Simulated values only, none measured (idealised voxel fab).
The following process module bears the name voxel self aligned vias.
Square cell edge 5 nm, section width 245 nm, ID cut.
Notation: cross-section as square-cell grid; stated in bands, top first, going down; one or more cell rows per band.
Top, bottom (nm), then materials left to right with widths (nm); lone material tagged "everywhere" fills the whole band edge to edge; "air" = empty space.
The reference from which all heights are counted is 0, the level beneath which the as-received wafer is entirely one material; the lowest band, having no lower bound, proceeds downward and is written after the example "0..down".
Graded width ("30 to 40"): value in top row of band = first number; value in bottom row = second number; row-to-row change constant.
Given "no alterations made" for a step, no cell of the cross-section differs between before and after that step.
Entry "Closed void inventory". Content: empty spaces with no open connection to the top, size 8 cells or greater. Each: width x height at distance. Distance: from left edge. Unit: nm.
The remark found on a step's line after its settings is issued by the simulator itself and pertains to that step.
If you see "overlay nm" on a step's line and that step has a mask, it's telling you how far right of where it was planned the mask ended up; a negative number means it went left instead.
The following list gives the planned process steps
1: RECEIVE (material Si)
2: CONFORMAL_DEP (material SiO2; thk nm 10)
3: CONFORMAL_DEP (material SiCN; thk nm 5)
4: DIRECTIONAL_DEP (material lowk; thk nm 30)
5: MASKED_ETCH (tone open; mask id LINES; width nm 25; pitch nm 50; etch materials lowk; depth nm 30; overlay nm 0)
6: CONFORMAL_DEP (material TiN; thk nm 5)
7: FILL_DEP (material Ru; thk nm 5)
8: CMP (height nm 45)
9: SELECTIVE_ETCH (etch materials W Ru TiN; depth nm 5)
10: FILL_DEP (material SiN; thk nm 10)
11: CMP (height nm 45)
12: DIRECTIONAL_DEP (material lowk; thk nm 20)
13: DIRECTIONAL_DEP (material aC; thk nm 10)
14: PATTERN (tone open; mask id VIAS; material resist; width nm 35; pitch nm 50; thk nm 25; overlay nm 0)
15: DIRECTIONAL_ETCH (etch materials aC; depth nm 10)
16: STRIP (etch materials resist)
17: DIRECTIONAL_ETCH (etch materials lowk; depth nm 20)
18: DIRECTIONAL_ETCH (etch materials SiN; depth nm 5)
19: STRIP (etch materials aC)
20: CONFORMAL_DEP (material TiN; thk nm 5)
21: FILL_DEP (material Ru; thk nm 10)
22: CMP (height nm 65)
23: CONFORMAL_DEP (material SiCN; thk nm 5)
Delivered wafer in cross-section: state after step 1
> 0..down = Si everywhere
> Closed void inventory: none
As-planned run: cross-section of the first of two wafers at end of module
> 70..65 = SiCN everywhere
> 65..50 = lowk 80, then TiN 5, then Ru 25, then TiN 5, then lowk 15, then TiN 5, then Ru 25, then TiN 5, then lowk 80
> 50..45 = lowk 80, then TiN 10, then Ru 15, then TiN 10, then lowk 15, then TiN 10, then Ru 15, then TiN 10, then lowk 80
> 45..40 = lowk 85, then TiN 25, then lowk 25, then TiN 25, then lowk 85
> 40..20 = lowk 85, then TiN 5, then Ru 15, then TiN 5, then lowk 25, then TiN 5, then Ru 15, then TiN 5, then lowk 85
> 20..15 = lowk 85, then TiN 25, then lowk 25, then TiN 25, then lowk 85
> 15..10 = SiCN everywhere
> 10..0 = SiO2 everywhere
> 0..down = Si everywhere
> Closed void inventory: none
Module end: cross-section of wafer two of two. Same start and process plan as the first wafer. One mistake during execution
> 80..65 = SiCN everywhere
> 65..50 = lowk 80, then TiN 5, then Ru 25, then TiN 5, then lowk 15, then TiN 5, then Ru 25, then TiN 5, then lowk 80
> 50..45 = lowk 80, then TiN 10, then Ru 15, then TiN 10, then lowk 15, then TiN 10, then Ru 15, then TiN 10, then lowk 80
> 45..40 = lowk 85, then TiN 25, then lowk 25, then TiN 25, then lowk 85
> 40..20 = lowk 85, then TiN 5, then Ru 15, then TiN 5, then lowk 25, then TiN 5, then Ru 15, then TiN 5, then lowk 85
> 20..15 = lowk 85, then TiN 25, then lowk 25, then TiN 25, then lowk 85
> 15..10 = SiCN everywhere
> 10..0 = SiO2 everywhere
> 0..down = Si everywhere
> Closed void inventory: none
Against the plan, the run slipped here: step 23 did not happen as planned, as run it was CONFORMAL_DEP (material SiCN; thk nm 15)
Heads up, by the end the second wafer has more or fewer cells of some materials compared to the first: SiCN: 98 more
